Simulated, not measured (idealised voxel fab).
Process module under the name voxel trench capacitor
Pictured: cross-section cut, 220 nm wide, on a grid of 5 nm square cells.
If you're reading a cross-section in this doc, picture square cells in a grid; it comes to you as bands, top ones listed first down to the bottom, and a band can be one or more rows of cells.
Within each band entry, the heights of the top and of the bottom of the band appear first, in that order and in nm; the materials of the band then follow from left to right, each with its corresponding width in nm. The designation "full width" on a single material indicates that it fills the band from edge to edge; the designation "blank" indicates empty space.
Ref level 0: as-received wafer is one material below here. Bottom band extends down with no lower bound ("top 0, no bottom").
Think of "30->40" as a width that walks from the first number to the second as you go down the band, top row to bottom row, taking equal-sized steps from row to row.
When a step is marked "nothing altered", none of the cells in the cross-section changed during that step.
Any empty space of 8 cells or more lacking an open way to the top shows up in "Enclosed cavity list" as width x height at distance, distance from the left edge, in nm.
The remark found on a step's line after its settings is issued by the simulator itself and pertains to that step.
overlay nm: right-of-plan distance of the mask on a masked step; negative values mean left-of-plan.
The planned process steps are enumerated hereunder
1: RECEIVE,material Si
2: CONFORMAL_DEP,material SiN,thk nm 10
3: DIRECTIONAL_DEP,material aC,thk nm 15
4: PATTERN,tone open,mask id TRENCH,material resist,width nm 20,pitch nm 50,thk nm 30,overlay nm -15
5: DIRECTIONAL_ETCH,etch materials aC,depth nm 15
6: STRIP,etch materials resist
7: DIRECTIONAL_ETCH,etch materials SiN,depth nm 10
8: DIRECTIONAL_ETCH,etch materials Si,depth nm 30
9: STRIP,etch materials aC
10: CONFORMAL_DEP,material Al2O3,thk nm 5
11: FILL_DEP,material polySi,thk nm 5
12: CMP,height nm 10
Same starting wafers, different overlay nm at step 4. Plan value belongs to the first wafer.
The first of several wafers in cross-section, exactly as it reached us after step 1
    top 0, no bottom | Si full width
    Enclosed cavity list: none
Take any row and you have a wafer at the end of the module: how many cells of each material it has gained (+) or lost (-) since it was received, and then its closed voids
overlay nm -15, +36 Al2O3, -48 Si, +72 SiN, +28 polySi, Enclosed cavity list: none
overlay nm -10, +36 Al2O3, -48 Si, +72 SiN, +28 polySi, Enclosed cavity list: none
overlay nm -5, +36 Al2O3, -48 Si, +72 SiN, +28 polySi, Enclosed cavity list: none
overlay nm 0, +36 Al2O3, -48 Si, +72 SiN, +28 polySi, Enclosed cavity list: none
overlay nm 5, +36 Al2O3, -48 Si, +72 SiN, +28 polySi, Enclosed cavity list: none
overlay nm 10, +36 Al2O3, -48 Si, +72 SiN, +28 polySi, Enclosed cavity list: none
overlay nm 15, +36 Al2O3, -48 Si, +72 SiN, +28 polySi, Enclosed cavity list: none
